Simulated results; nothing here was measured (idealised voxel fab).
The document below concerns the process module designated voxel trench capacitor.
For reference, the cross-section in this document is cut, with width 145 nm and square cells of 5 nm.
Each cross-section below is a grid of square cells, stated as bands in top-down order, with one or more rows of cells making up each band. Within each band entry, the heights of the top and of the bottom of the band appear first, in that order and in nm; the materials of the band then follow from left to right, each with its corresponding width in nm. The designation "throughout" on a single material indicates that it fills the band from edge to edge; the designation "empty" indicates empty space. Measure heights from 0. That's the level where, below it, the as-received wafer is all one material. The lowest band is bottomless and extends downward; write it as in "from 0 down". The expression "30..40" gives the width at the extremes of the band, the first number at its top row of cells and the second at its bottom row, with the width changing by equal amounts from each row to the next in between. "same as before" -> step changed no cross-section cell. So "Unvented voids" is basically the list of trapped voids: any empty space of 8 cells or more that can't reach the top through an opening. They're written width x height at distance, the distance being from the left edge, and it's all nm. On a step's line, text after the settings is the simulator commenting on that step. overlay nm: right-of-plan distance of the mask on a masked step; negative values mean left-of-plan.

HERE'S WHAT THE PLANNED PROCESS STEPS LOOK LIKE
1,op RECEIVE | material Si
2,op CONFORMAL_DEP | material SiN | thk nm 10
3,op MASKED_ETCH | tone open | mask id TRENCH | width nm 30 | pitch nm 45 | etch materials SiN | depth nm 10 | overlay nm 0
4,op MASKED_ETCH | tone open | mask id TRENCH | width nm 30 | pitch nm 45 | etch materials Si | depth nm 40 | overlay nm 0
5,op CONFORMAL_DEP | material HfO2 | thk nm 5
6,op CONFORMAL_DEP | material TiN | thk nm 5
7,op FILL_DEP | material W | thk nm 10
8,op CMP | height nm 10

AS RECEIVED (POST STEP 1): CROSS-SECTION
* from 0 down | Si throughout
* Unvented voids: none

FIRST OF TWO WAFERS AT THE END OF THE MODULE, SHOWN IN CROSS-SECTION; RUN CARRIED OUT AS PLANNED
* from 10 to 0 | SiN 35 nm, HfO2 5 nm, TiN 5 nm, W 10 nm, TiN 5 nm, HfO2 5 nm, SiN 15 nm, HfO2 5 nm, TiN 5 nm, W 10 nm, TiN 5 nm, HfO2 5 nm, SiN 35 nm
* from 0 to -30 | Si 35 nm, HfO2 5 nm, TiN 5 nm, W 10 nm, TiN 5 nm, HfO2 5 nm, Si 15 nm, HfO2 5 nm, TiN 5 nm, W 10 nm, TiN 5 nm, HfO2 5 nm, Si 35 nm
* from -30 to -35 | Si 35 nm, HfO2 5 nm, TiN 20 nm, HfO2 5 nm, Si 15 nm, HfO2 5 nm, TiN 20 nm, HfO2 5 nm, Si 35 nm
* from -35 to -40 | Si 35 nm, HfO2 30 nm, Si 15 nm, HfO2 30 nm, Si 35 nm
* from -40 down | Si throughout
* Unvented voids: none

SECOND WAFER THROUGH THE MODULE, SECTIONED AT THE END: SAME BEGINNING AND SAME PLAN AS THE FIRST WAFER, WITH ONE MISTAKE IN CARRYING IT OUT
* from 10 to 0 | SiN 40 nm, HfO2 5 nm, TiN 10 nm, HfO2 5 nm, SiN 25 nm, HfO2 5 nm, TiN 10 nm, HfO2 5 nm, SiN 40 nm
* from 0 to -35 | Si 40 nm, HfO2 5 nm, TiN 10 nm, HfO2 5 nm, Si 25 nm, HfO2 5 nm, TiN 10 nm, HfO2 5 nm, Si 40 nm
* from -35 to -40 | Si 40 nm, HfO2 20 nm, Si 25 nm, HfO2 20 nm, Si 40 nm
* from -40 down | Si throughout
* Unvented voids: none
Plan not followed: step 3 went in with a setting other than planned; the actual run was op MASKED_ETCH | tone open | mask id TRENCH | width nm 20 | pitch nm 45 | etch materials SiN | depth nm 10 | overlay nm 0
Final tally in cells, some materials are higher or lower on the second wafer than on the first: 4 fewer of HfO2, 32 more of Si, 8 more of SiN, 4 fewer of TiN, 32 fewer of W
